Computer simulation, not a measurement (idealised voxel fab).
process module | voxel released beams
cross-section cut | 165 nm wide | cells 5 nm
A cross-section is a grid of square cells, given in bands from the top down. A band is one or more rows of cells.
Each band's line starts with the height of the band's top and of its bottom, in nm. Then come its materials from left to right, each with its width in nm. One material with "throughout" fills the band from edge to edge. "air" is empty space.
Height 0 is the level under which the wafer as received is all one material. The lowest band goes on downwards, as in "0 down".
A width such as "30 to 40" changes by the same amount from each row of cells to the next, from the band's top row to its bottom row.
"no change" after a step means that no cell of the cross-section changed.
closed voids: empty space of 8 cells or more with no open way to the top, each as width x height at its distance from the left edge, in nm
after a step's settings: what the simulator itself notes on the step
overlay nm, on a step with a mask: how far to the right of its planned place the mask lay; to the left if negative
plan
1 op RECEIVE | material Si
2 op CONFORMAL_DEP | material SiN | thk nm 10
3 op DIRECTIONAL_DEP | material SiO2 | thk nm 15
4 op PATTERN | tone open | mask id ANCHOR | material resist | width nm 40 | thk nm 15 | overlay nm 0
5 op DIRECTIONAL_ETCH | etch materials SiO2 | depth nm 15
6 op STRIP | etch materials resist
7 op CONFORMAL_DEP | material W | thk nm 15
8 op DIRECTIONAL_DEP | material aC | thk nm 10
9 op PATTERN | tone cover | mask id BEAM | material resist | width nm 110 | thk nm 30 | overlay nm 0
10 op DIRECTIONAL_ETCH | etch materials aC | depth nm 10
11 op STRIP | etch materials resist
12 op DIRECTIONAL_ETCH | etch materials W | depth nm 15
13 op STRIP | etch materials aC
14 op STRIP | etch materials SiO2
as received, after step 1
  0 down: Si throughout
  closed voids: none
a wafer at the end: this start, this plan, one mistake
  30 to 15: air 25 | W 20 | air 10 | W 80 | air 30
  15 to 0: air 30 | W 40 | air 95
  0 down: Si throughout
  closed voids: none
what went wrong: step 2 was left out
